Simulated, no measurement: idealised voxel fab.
process module | voxel gate over fins
cross-section cut | 140 nm wide | cells 5 nm
A cross-section is a grid of square cells, given in bands from the top down. A band is one or more rows of cells.
Each band's line starts with the height of the band's top and of its bottom, in nm. Then come its materials from left to right, each with its width in nm. One material with "throughout" fills the band from edge to edge. "air" is empty space.
Height 0 is the level under which the wafer as received is all one material. The lowest band goes on downwards, as in "0 down".
A width such as "30 to 40" changes by the same amount from each row of cells to the next, from the band's top row to its bottom row.
"no change" after a step means that no cell of the cross-section changed.
closed voids: empty space of 8 cells or more with no open way to the top, each as width x height at its distance from the left edge, in nm
after a step's settings: what the simulator itself notes on the step
overlay nm, on a step with a mask: how far to the right of its planned place the mask lay; to the left if negative
plan
1 op RECEIVE | material Si
2 op CONFORMAL_DEP | material SiN | thk nm 5
3 op DIRECTIONAL_DEP | material aC | thk nm 15
4 op PATTERN | tone cover | mask id FINS | material resist | width nm 15 | pitch nm 45 | thk nm 30 | overlay nm 0
5 op DIRECTIONAL_ETCH | etch materials aC | depth nm 15
6 op STRIP | etch materials resist
7 op DIRECTIONAL_ETCH | etch materials SiN | depth nm 5
8 op DIRECTIONAL_ETCH | etch materials Si | depth nm 40
9 op STRIP | etch materials aC
10 op FILL_DEP | material SiO2 | thk nm 15
11 op CMP | height nm 5
12 op SELECTIVE_ETCH | etch materials SiO2 | depth nm 20
13 op STRIP | etch materials SiN
14 op CONFORMAL_DEP | material HfO2 | thk nm 5
15 op CONFORMAL_DEP | material TiN | thk nm 5
16 op FILL_DEP | material W | thk nm 10
17 op CMP | height nm 15
18 op CONFORMAL_DEP | material SiCN | thk nm 5
first wafer, as planned
as received, after step 1
  0 down: Si throughout
  closed voids: none
after step 2
  5 to 0: SiN throughout
  below 0: unchanged
after step 3
  20 to 5: aC throughout
  below 5: unchanged
after step 4
  50 to 20: air 40 | resist 15 | air 30 | resist 15 | air 40
  below 20: unchanged
after step 5
  35 to 20: air 40 | resist 15 | air 30 | resist 15 | air 40
  20 to 5: air 40 | aC 15 | air 30 | aC 15 | air 40
  below 5: unchanged
after step 6
  20 to 5: air 40 | aC 15 | air 30 | aC 15 | air 40
  below 5: unchanged
after step 7
  20 to 5: air 40 | aC 15 | air 30 | aC 15 | air 40
  5 to 0: air 40 | SiN 15 | air 30 | SiN 15 | air 40
  below 0: unchanged
after step 8
  20 to 5: air 40 | aC 15 | air 30 | aC 15 | air 40
  5 to 0: air 40 | SiN 15 | air 30 | SiN 15 | air 40
  0 to -40: air 40 | Si 15 | air 30 | Si 15 | air 40
  below -40: unchanged
after step 9
  5 to 0: air 40 | SiN 15 | air 30 | SiN 15 | air 40
  below 0: unchanged
after step 10
  20 to 5: SiO2 throughout
  5 to 0: SiO2 40 | SiN 15 | SiO2 30 | SiN 15 | SiO2 40
  0 to -40: SiO2 40 | Si 15 | SiO2 30 | Si 15 | SiO2 40
  below -40: unchanged
after step 11
  5 to 0: SiO2 40 | SiN 15 | SiO2 30 | SiN 15 | SiO2 40
  below 0: unchanged
after step 12
  5 to 0: air 40 | SiN 15 | air 30 | SiN 15 | air 40
  0 to -15: air 40 | Si 15 | air 30 | Si 15 | air 40
  below -15: unchanged
after step 13
  0 to -15: air 40 | Si 15 | air 30 | Si 15 | air 40
  below -15: unchanged
after step 14
  5 to 0: air 35 | HfO2 25 | air 20 | HfO2 25 | air 35
  0 to -10: air 35 | HfO2 5 | Si 15 | HfO2 5 | air 20 | HfO2 5 | Si 15 | HfO2 5 | air 35
  -10 to -15: HfO2 40 | Si 15 | HfO2 30 | Si 15 | HfO2 40
  below -15: unchanged
after step 15
  10 to 5: air 30 | TiN 35 | air 10 | TiN 35 | air 30
  5 to 0: air 30 | TiN 5 | HfO2 25 | TiN 5 | air 10 | TiN 5 | HfO2 25 | TiN 5 | air 30
  0 to -5: air 30 | TiN 5 | HfO2 5 | Si 15 | HfO2 5 | TiN 5 | air 10 | TiN 5 | HfO2 5 | Si 15 | HfO2 5 | TiN 5 | air 30
  -5 to -10: TiN 35 | HfO2 5 | Si 15 | HfO2 5 | TiN 20 | HfO2 5 | Si 15 | HfO2 5 | TiN 35
  below -10: unchanged
after step 16
  20 to 10: W throughout
  10 to 5: W 30 | TiN 35 | W 10 | TiN 35 | W 30
  5 to 0: W 30 | TiN 5 | HfO2 25 | TiN 5 | W 10 | TiN 5 | HfO2 25 | TiN 5 | W 30
  0 to -5: W 30 | TiN 5 | HfO2 5 | Si 15 | HfO2 5 | TiN 5 | W 10 | TiN 5 | HfO2 5 | Si 15 | HfO2 5 | TiN 5 | W 30
  below -5: unchanged
after step 17
  15 to 10: W throughout
  below 10: unchanged
after step 18
  20 to 15: SiCN throughout
  below 15: unchanged
second wafer: like start, like plan, one mistake. Through step 3 it matches the first wafer
when step 4 should have ended
  50 to 20: air 45 | resist 15 | air 30 | resist 15 | air 35
  below 20: unchanged
when step 5 should have ended
  35 to 20: air 45 | resist 15 | air 30 | resist 15 | air 35
  20 to 5: air 45 | aC 15 | air 30 | aC 15 | air 35
  below 5: unchanged
when step 6 should have ended
  20 to 5: air 45 | aC 15 | air 30 | aC 15 | air 35
  below 5: unchanged
when step 7 should have ended
  20 to 5: air 45 | aC 15 | air 30 | aC 15 | air 35
  5 to 0: air 45 | SiN 15 | air 30 | SiN 15 | air 35
  below 0: unchanged
when step 8 should have ended
  20 to 5: air 45 | aC 15 | air 30 | aC 15 | air 35
  5 to 0: air 45 | SiN 15 | air 30 | SiN 15 | air 35
  0 to -40: air 45 | Si 15 | air 30 | Si 15 | air 35
  below -40: unchanged
when step 9 should have ended
  5 to 0: air 45 | SiN 15 | air 30 | SiN 15 | air 35
  below 0: unchanged
when step 10 should have ended
  20 to 5: SiO2 throughout
  5 to 0: SiO2 45 | SiN 15 | SiO2 30 | SiN 15 | SiO2 35
  0 to -40: SiO2 45 | Si 15 | SiO2 30 | Si 15 | SiO2 35
  below -40: unchanged
when step 11 should have ended
  5 to 0: SiO2 45 | SiN 15 | SiO2 30 | SiN 15 | SiO2 35
  below 0: unchanged
when step 12 should have ended
  5 to 0: air 45 | SiN 15 | air 30 | SiN 15 | air 35
  0 to -15: air 45 | Si 15 | air 30 | Si 15 | air 35
  below -15: unchanged
when step 13 should have ended
  0 to -15: air 45 | Si 15 | air 30 | Si 15 | air 35
  below -15: unchanged
when step 14 should have ended
  5 to 0: air 40 | HfO2 25 | air 20 | HfO2 25 | air 30
  0 to -10: air 40 | HfO2 5 | Si 15 | HfO2 5 | air 20 | HfO2 5 | Si 15 | HfO2 5 | air 30
  -10 to -15: HfO2 45 | Si 15 | HfO2 30 | Si 15 | HfO2 35
  below -15: unchanged
when step 15 should have ended
  10 to 5: air 35 | TiN 35 | air 10 | TiN 35 | air 25
  5 to 0: air 35 | TiN 5 | HfO2 25 | TiN 5 | air 10 | TiN 5 | HfO2 25 | TiN 5 | air 25
  0 to -5: air 35 | TiN 5 | HfO2 5 | Si 15 | HfO2 5 | TiN 5 | air 10 | TiN 5 | HfO2 5 | Si 15 | HfO2 5 | TiN 5 | air 25
  -5 to -10: TiN 40 | HfO2 5 | Si 15 | HfO2 5 | TiN 20 | HfO2 5 | Si 15 | HfO2 5 | TiN 30
  below -10: unchanged
when step 16 should have ended
  20 to 10: W throughout
  10 to 5: W 35 | TiN 35 | W 10 | TiN 35 | W 25
  5 to 0: W 35 | TiN 5 | HfO2 25 | TiN 5 | W 10 | TiN 5 | HfO2 25 | TiN 5 | W 25
  0 to -5: W 35 | TiN 5 | HfO2 5 | Si 15 | HfO2 5 | TiN 5 | W 10 | TiN 5 | HfO2 5 | Si 15 | HfO2 5 | TiN 5 | W 25
  below -5: unchanged
when step 17 should have ended
  15 to 10: W throughout
  below 10: unchanged
when step 18 should have ended
  20 to 15: SiCN throughout
  below 15: unchanged
what went wrong: step 4 ran as: op PATTERN | tone cover | mask id FINS | material resist | width nm 15 | pitch nm 45 | thk nm 30 | overlay nm 5
at the end the second wafer has, in cells: as many of each material as the first, in other places
